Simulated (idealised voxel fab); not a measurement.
This is a process module. Its name is voxel wiring stack.
Section shown: cut. Width: 260 nm. Cell size: 5 nm, square.
We lay out every cross-section as a grid of square cells and spell it out in bands from the top down, where one band means one or more rows of cells.
Look at the band entry: it leads with the top's height and the bottom's height in nm. Then it lists the materials left to right, with a width in nm for each. The word "all across" on a single material says that material fills the band edge to edge. The word "air" is empty space.
Basically, 0 is our baseline, since under it the wafer straight out of the box is all one material. The bottom band has no lower end and keeps on going down, so it looks like "0 -> down".
Width spec "30->40" -> top row of cells at first value, bottom row at second value, equal per-row change in between.
"everything unchanged" after a step means that no cell of the cross-section changed.
Voids not open to the top, 8 cells minimum: see "Sealed voids". Written width x height at distance; distance is from the left edge; nm.
Text after the settings on a step's line: the simulator's own remark on that step.
overlay nm, on a step with a mask: how far to the right of its planned place the mask lay; to the left if negative
The planned process steps are enumerated hereunder:
1. RECEIVE: material Si
2. CONFORMAL_DEP: material SiO2, thk nm 15
3. CONFORMAL_DEP: material SiCN, thk nm 5
4. DIRECTIONAL_DEP: material lowk, thk nm 15
5. DIRECTIONAL_DEP: material aC, thk nm 10
6. PATTERN: tone open, mask id METAL_1, material resist, width nm 20, pitch nm 40, thk nm 25, overlay nm 0
7. DIRECTIONAL_ETCH: etch materials aC, depth nm 10
8. STRIP: etch materials resist
9. DIRECTIONAL_ETCH: etch materials lowk, depth nm 15
10. DIRECTIONAL_ETCH: etch materials SiCN, depth nm 5
11. STRIP: etch materials aC
12. CONFORMAL_DEP: material TiN, thk nm 5
13. FILL_DEP: material Cu, thk nm 5
14. CMP: height nm 35
15. EPI: material Ru, thk nm 5
16. FILL_DEP: material SiCN, thk nm 5
17. DIRECTIONAL_DEP: material SiO2, thk nm 15
18. DIRECTIONAL_DEP: material aC, thk nm 15
19. PATTERN: tone open, mask id PLUG_1, material resist, width nm 15, pitch nm 40, thk nm 30, overlay nm 0
20. DIRECTIONAL_ETCH: etch materials aC, depth nm 15
21. STRIP: etch materials resist
22. DIRECTIONAL_ETCH: etch materials SiO2, depth nm 15
23. DIRECTIONAL_ETCH: etch materials SiCN, depth nm 5
24. STRIP: etch materials aC
25. EPI: material Ru, thk nm 10
26. EPI: material Ru, thk nm 10
27. CONFORMAL_DEP: material SiCN, thk nm 5
28. DIRECTIONAL_DEP: material lowk, thk nm 20
29. PATTERN: tone open, mask id METAL_2, material resist, width nm 20, pitch nm 40, thk nm 15, overlay nm 0
30. DIRECTIONAL_ETCH: etch materials lowk, depth nm 20
31. DIRECTIONAL_ETCH: etch materials SiCN, depth nm 5
32. STRIP: etch materials resist
33. CONFORMAL_DEP: material TiN, thk nm 5
34. FILL_DEP: material W, thk nm 5
35. CMP: height nm 85
36. CONFORMAL_DEP: material SiCN, thk nm 5
37. DIRECTIONAL_DEP: material lowk, thk nm 30
38. MASKED_ETCH: tone open, mask id METAL_3, width nm 20, pitch nm 40, etch materials lowk, depth nm 15, overlay nm 0
39. MASKED_ETCH: tone open, mask id METAL_3_HOLES, width nm 15, pitch nm 40, etch materials lowk, depth nm 15, overlay nm 0
40. MASKED_ETCH: tone open, mask id METAL_3_HOLES, width nm 15, pitch nm 40, etch materials SiCN, depth nm 5, overlay nm 0
41. CONFORMAL_DEP: material TiN, thk nm 5
42. FILL_DEP: material Cu, thk nm 5
43. CMP: height nm 120
44. CONFORMAL_DEP: material SiCN, thk nm 5
45. DIRECTIONAL_DEP: material SiO2, thk nm 20
46. MASKED_ETCH: tone open, mask id PLUG_3, width nm 15, pitch nm 40, etch materials SiO2, depth nm 20, overlay nm 0
47. MASKED_ETCH: tone open, mask id PLUG_3, width nm 15, pitch nm 40, etch materials SiCN, depth nm 5, overlay nm 0
48. EPI: material Ru, thk nm 10
49. EPI: material Ru, thk nm 10
50. EPI: material Ru, thk nm 5
51. DIRECTIONAL_DEP: material TiN, thk nm 5
52. DIRECTIONAL_DEP: material W, thk nm 25
53. MASKED_ETCH: tone cover, mask id METAL_4, width nm 20, pitch nm 40, etch materials W, depth nm 25, overlay nm 0
54. MASKED_ETCH: tone cover, mask id METAL_4, width nm 20, pitch nm 40, etch materials TiN, depth nm 5, overlay nm 0
55. CONFORMAL_DEP: material SiCN, thk nm 5
56. FILL_DEP: material SiO2, thk nm 5
57. CMP: height nm 175
58. CONFORMAL_DEP: material SiCN, thk nm 5
So this is the incoming wafer in cross-section - it's already been through step 1:
  0 -> down  Si all across
  Sealed voids: none
The first of two wafers, cross-sectioned at the end of the module, with the run proceeding as planned:
  180 -> 175  SiCN all across
  175 -> 150  SiO2=75  SiCN=5  W=20  SiCN=5  SiO2=10  SiCN=5  W=20  SiCN=5  SiO2=10  SiCN=5  W=20  SiCN=5  SiO2=75
  150 -> 145  SiCN=80  TiN=20  SiCN=20  TiN=20  SiCN=20  TiN=20  SiCN=80
  145 -> 125  SiO2=80  Ru=15  SiO2=25  Ru=15  SiO2=25  Ru=15  SiO2=85
  125 -> 120  SiCN=80  Ru=15  SiCN=25  Ru=15  SiCN=25  Ru=15  SiCN=85
  120 -> 110  lowk=80  TiN=5  Cu=10  TiN=5  lowk=20  TiN=5  Cu=10  TiN=5  lowk=20  TiN=5  Cu=10  TiN=5  lowk=80
  110 -> 105  lowk=80  TiN=5  Cu=5  TiN=10  lowk=20  TiN=5  Cu=5  TiN=10  lowk=20  TiN=5  Cu=5  TiN=10  lowk=80
  105 -> 90  lowk=80  TiN=5  Cu=5  TiN=5  lowk=25  TiN=5  Cu=5  TiN=5  lowk=25  TiN=5  Cu=5  TiN=5  lowk=85
  90 -> 85  SiCN=80  TiN=15  SiCN=25  TiN=15  SiCN=25  TiN=15  SiCN=85
  85 -> 65  lowk=80  TiN=5  W=10  TiN=5  lowk=20  TiN=5  W=10  TiN=5  lowk=20  TiN=5  W=10  TiN=5  lowk=80
  65 -> 60  SiCN=80  TiN=20  SiCN=20  TiN=20  SiCN=20  TiN=20  SiCN=80
  60 -> 45  SiO2=80  Ru=15  SiO2=25  Ru=15  SiO2=25  Ru=15  SiO2=85
  45 -> 35  SiCN=80->75  Ru=15->30  SiCN=25->10  Ru=15->30  SiCN=25->10  Ru=15->30  SiCN=85->75
  35 -> 20  lowk=80  TiN=5  Cu=10  TiN=5  lowk=20  TiN=5  Cu=10  TiN=5  lowk=20  TiN=5  Cu=10  TiN=5  lowk=80
  20 -> 15  SiCN=80  TiN=20  SiCN=20  TiN=20  SiCN=20  TiN=20  SiCN=80
  15 -> 0  SiO2 all across
  0 -> down  Si all across
  Sealed voids: none
Second of two wafers, module complete, sectioned: it shares the first wafer's start and plan but was run with one mistake:
  180 -> 175  SiCN all across
  175 -> 150  SiO2=75  SiCN=5  W=25  SiCN=5  SiO2=5  SiCN=5  W=25  SiCN=5  SiO2=5  SiCN=5  W=25  SiCN=5  SiO2=70
  150 -> 145  SiCN=80  TiN=25  SiCN=15  TiN=25  SiCN=15  TiN=25  SiCN=75
  145 -> 125  SiO2=80  Ru=15  SiO2=25  Ru=15  SiO2=25  Ru=15  SiO2=85
  125 -> 120  SiCN=80  Ru=15  SiCN=25  Ru=15  SiCN=25  Ru=15  SiCN=85
  120 -> 110  lowk=80  TiN=5  Cu=10  TiN=5  lowk=20  TiN=5  Cu=10  TiN=5  lowk=20  TiN=5  Cu=10  TiN=5  lowk=80
  110 -> 105  lowk=80  TiN=5  Cu=5  TiN=10  lowk=20  TiN=5  Cu=5  TiN=10  lowk=20  TiN=5  Cu=5  TiN=10  lowk=80
  105 -> 90  lowk=80  TiN=5  Cu=5  TiN=5  lowk=25  TiN=5  Cu=5  TiN=5  lowk=25  TiN=5  Cu=5  TiN=5  lowk=85
  90 -> 85  SiCN=80  TiN=15  SiCN=25  TiN=15  SiCN=25  TiN=15  SiCN=85
  85 -> 65  lowk=80  TiN=5  W=10  TiN=5  lowk=20  TiN=5  W=10  TiN=5  lowk=20  TiN=5  W=10  TiN=5  lowk=80
  65 -> 60  SiCN=80  TiN=20  SiCN=20  TiN=20  SiCN=20  TiN=20  SiCN=80
  60 -> 45  SiO2=80  Ru=15  SiO2=25  Ru=15  SiO2=25  Ru=15  SiO2=85
  45 -> 35  SiCN=80->75  Ru=15->30  SiCN=25->10  Ru=15->30  SiCN=25->10  Ru=15->30  SiCN=85->75
  35 -> 20  lowk=80  TiN=5  Cu=10  TiN=5  lowk=20  TiN=5  Cu=10  TiN=5  lowk=20  TiN=5  Cu=10  TiN=5  lowk=80
  20 -> 15  SiCN=80  TiN=20  SiCN=20  TiN=20  SiCN=20  TiN=20  SiCN=80
  15 -> 0  SiO2 all across
  0 -> down  Si all across
  Sealed voids: none
Where did the run depart from the plan? contrary to plan, step 53 was performed as MASKED_ETCH: tone cover, mask id METAL_4, width nm 25, pitch nm 40, etch materials W, depth nm 25, overlay nm 0
The closing comparison, in cells, has the second wafer with more or fewer of some materials than the first: SiCN: 3 fewer; SiO2: 15 fewer; TiN: 3 more; W: 15 more
